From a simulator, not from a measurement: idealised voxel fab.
Presented below is a process module, voxel released beams.
Section shown: cut. Width: 190 nm. Cell size: 5 nm, square.
A cross-section in this document is a grid of square cells, and it is written down as bands, the top band listed before the ones below it; a band is made up of one or more rows of cells.
Quick guide to a band line: top height, bottom height (nm) up front; then every material left to right with its width in nm. Only one material and it's marked "everywhere"? Then it fills the band edge to edge. And "empty" just means empty space.
Heights are expressed relative to 0, this being the level below which the as-received wafer comprises one material exclusively. The lowest band is unbounded in the downward direction and is denoted as in "0 and below".
Graded width ("30 to 40"): value in top row of band = first number; value in bottom row = second number; row-to-row change constant.
Where a step carries "nothing changed", the cross-section came out of it unchanged, cell for cell.
"Enclosed empty spaces" contains a list of empty spaces, each no smaller than 8 cells and without an open way to the top, written in the form width x height at distance with the distance from the left edge and all three in nm.
Post-settings text on a step line: simulator's own remark regarding the step.
overlay nm: how far to the right of its planned place the mask lay on this masked step (negative: to the left).

# Steps planned for the process
| 1 | RECEIVE | material Si |
| 2 | CONFORMAL_DEP | material SiN | thk nm 10 |
| 3 | DIRECTIONAL_DEP | material SiO2 | thk nm 10 |
| 4 | DIRECTIONAL_DEP | material aC | thk nm 15 |
| 5 | PATTERN | tone open | mask id ANCHOR | material resist | width nm 35 | thk nm 35 | overlay nm 0 |
| 6 | DIRECTIONAL_ETCH | etch materials aC | depth nm 15 |
| 7 | STRIP | etch materials resist |
| 8 | DIRECTIONAL_ETCH | etch materials SiO2 | depth nm 10 |
| 9 | STRIP | etch materials aC |
| 10 | CONFORMAL_DEP | material TiN | thk nm 10 |
| 11 | DIRECTIONAL_DEP | material aC | thk nm 10 |
| 12 | PATTERN | tone cover | mask id BEAM | material resist | width nm 100 | thk nm 30 | overlay nm 0 |
| 13 | DIRECTIONAL_ETCH | etch materials aC | depth nm 10 |
| 14 | STRIP | etch materials resist |
| 15 | DIRECTIONAL_ETCH | etch materials TiN | depth nm 10 |
| 16 | STRIP | etch materials aC |
| 17 | STRIP | etch materials SiO2 |

# Wafer, first of two, run as planned

# Step 1 complete: cross-section of the wafer as received
	0 and below  Si everywhere
	Enclosed empty spaces: none

# Take a look at the wafer's cross-section after step 2
	10 down to 0  SiN everywhere
	Whatever lies below 0 is exactly as it was before.

# Take a look at the wafer's cross-section after step 3
	20 down to 10  SiO2 everywhere
	Whatever lies below 10 is exactly as it was before.

# Take a look at the wafer's cross-section after step 4
	35 down to 20  aC everywhere
	Whatever lies below 20 is exactly as it was before.

# Take a look at the wafer's cross-section after step 5
	70 down to 35  45 of resist; 35 of empty; 110 of resist
	Whatever lies below 35 is exactly as it was before.

# Take a look at the wafer's cross-section after step 6
	55 down to 35  45 of resist; 35 of empty; 110 of resist
	35 down to 20  45 of aC; 35 of empty; 110 of aC
	Whatever lies below 20 is exactly as it was before.

# Take a look at the wafer's cross-section after step 7
	35 down to 20  45 of aC; 35 of empty; 110 of aC
	Whatever lies below 20 is exactly as it was before.

# Take a look at the wafer's cross-section after step 8
	35 down to 20  45 of aC; 35 of empty; 110 of aC
	20 down to 10  45 of SiO2; 35 of empty; 110 of SiO2
	Whatever lies below 10 is exactly as it was before.

# Take a look at the wafer's cross-section after step 9
	20 down to 10  45 of SiO2; 35 of empty; 110 of SiO2
	Whatever lies below 10 is exactly as it was before.

# Take a look at the wafer's cross-section after step 10
	30 down to 20  55 of TiN; 15 of empty; 120 of TiN
	20 down to 10  45 of SiO2; 35 of TiN; 110 of SiO2
	Whatever lies below 10 is exactly as it was before.

# Take a look at the wafer's cross-section after step 11
	40 down to 30  55 of aC; 15 of empty; 120 of aC
	30 down to 20  55 of TiN; 15 of aC; 120 of TiN
	Whatever lies below 20 is exactly as it was before.

# Take a look at the wafer's cross-section after step 12
	70 down to 40  40 of empty; 100 of resist; 50 of empty
	40 down to 30  55 of aC; 15 of resist; 120 of aC
	Whatever lies below 30 is exactly as it was before.

# Take a look at the wafer's cross-section after step 13
	60 down to 40  40 of empty; 100 of resist; 50 of empty
	40 down to 30  40 of empty; 15 of aC; 15 of resist; 70 of aC; 50 of empty
	Whatever lies below 30 is exactly as it was before.

# Take a look at the wafer's cross-section after step 14
	40 down to 30  40 of empty; 15 of aC; 15 of empty; 70 of aC; 50 of empty
	Whatever lies below 30 is exactly as it was before.

# Take a look at the wafer's cross-section after step 15
	40 down to 30  40 of empty; 15 of aC; 15 of empty; 70 of aC; 50 of empty
	30 down to 20  40 of empty; 15 of TiN; 15 of aC; 70 of TiN; 50 of empty
	Whatever lies below 20 is exactly as it was before.

# Take a look at the wafer's cross-section after step 16
	30 down to 20  40 of empty; 15 of TiN; 15 of empty; 70 of TiN; 50 of empty
	Whatever lies below 20 is exactly as it was before.

# Take a look at the wafer's cross-section after step 17
	30 down to 20  40 of empty; 15 of TiN; 15 of empty; 70 of TiN; 50 of empty
	20 down to 10  45 of empty; 35 of TiN; 110 of empty
	Whatever lies below 10 is exactly as it was before.

# Second wafer, same starting conditions and recipe as the first, one mistake in executing it, nothing differs from the first up to and including step 2

# The second wafer cut through, at the time step 3 was supposed to be finished
	15 down to 10  SiO2 everywhere
	Whatever lies below 10 is exactly as it was before.

# The second wafer cut through, at the time step 4 was supposed to be finished
	30 down to 15  aC everywhere
	Whatever lies below 15 is exactly as it was before.

# The second wafer cut through, at the time step 5 was supposed to be finished
	65 down to 30  45 of resist; 35 of empty; 110 of resist
	Whatever lies below 30 is exactly as it was before.

# The second wafer cut through, at the time step 6 was supposed to be finished
	50 down to 30  45 of resist; 35 of empty; 110 of resist
	30 down to 15  45 of aC; 35 of empty; 110 of aC
	Whatever lies below 15 is exactly as it was before.

# The second wafer cut through, at the time step 7 was supposed to be finished
	30 down to 15  45 of aC; 35 of empty; 110 of aC
	Whatever lies below 15 is exactly as it was before.

# The second wafer cut through, at the time step 8 was supposed to be finished
	30 down to 15  45 of aC; 35 of empty; 110 of aC
	15 down to 10  45 of SiO2; 35 of empty; 110 of SiO2
	Whatever lies below 10 is exactly as it was before.

# The second wafer cut through, at the time step 9 was supposed to be finished
	15 down to 10  45 of SiO2; 35 of empty; 110 of SiO2
	Whatever lies below 10 is exactly as it was before.

# The second wafer cut through, at the time step 10 was supposed to be finished
	25 down to 20  55 of TiN; 15 of empty; 120 of TiN
	20 down to 15  TiN everywhere
	15 down to 10  45 of SiO2; 35 of TiN; 110 of SiO2
	Whatever lies below 10 is exactly as it was before.

# The second wafer cut through, at the time step 11 was supposed to be finished
	35 down to 30  55 of aC; 15 of empty; 120 of aC
	30 down to 25  aC everywhere
	25 down to 20  55 of TiN; 15 of aC; 120 of TiN
	Whatever lies below 20 is exactly as it was before.

# The second wafer cut through, at the time step 12 was supposed to be finished
	65 down to 35  40 of empty; 100 of resist; 50 of empty
	35 down to 30  55 of aC; 15 of resist; 120 of aC
	Whatever lies below 30 is exactly as it was before.

# The second wafer cut through, at the time step 13 was supposed to be finished
	55 down to 35  40 of empty; 100 of resist; 50 of empty
	35 down to 30  40 of empty; 15 of aC; 15 of resist; 70 of aC; 50 of empty
	30 down to 25  40 of empty; 100 of aC; 50 of empty
	Whatever lies below 25 is exactly as it was before.

# The second wafer cut through, at the time step 14 was supposed to be finished
	35 down to 30  40 of empty; 15 of aC; 15 of empty; 70 of aC; 50 of empty
	Whatever lies below 30 is exactly as it was before.

# The second wafer cut through, at the time step 15 was supposed to be finished
	35 down to 30  40 of empty; 15 of aC; 15 of empty; 70 of aC; 50 of empty
	30 down to 25  40 of empty; 100 of aC; 50 of empty
	25 down to 20  40 of empty; 15 of TiN; 15 of aC; 70 of TiN; 50 of empty
	20 down to 15  40 of empty; 100 of TiN; 50 of empty
	Whatever lies below 15 is exactly as it was before.

# The second wafer cut through, at the time step 16 was supposed to be finished
	25 down to 20  40 of empty; 15 of TiN; 15 of empty; 70 of TiN; 50 of empty
	Whatever lies below 20 is exactly as it was before.

# The second wafer cut through, at the time step 17 was supposed to be finished
	25 down to 20  40 of empty; 15 of TiN; 15 of empty; 70 of TiN; 50 of empty
	20 down to 10  40 to 45 of empty; 100 to 35 of TiN; 50 to 110 of empty
	Whatever lies below 10 is exactly as it was before.
So what did we get wrong on this run? step 3 did not use the planned setting and instead ran as DIRECTIONAL_DEP | material SiO2 | thk nm 5
It is noted that, at the conclusion of processing, the second wafer exhibits a higher or lower cell count for certain materials relative to the first: TiN -4
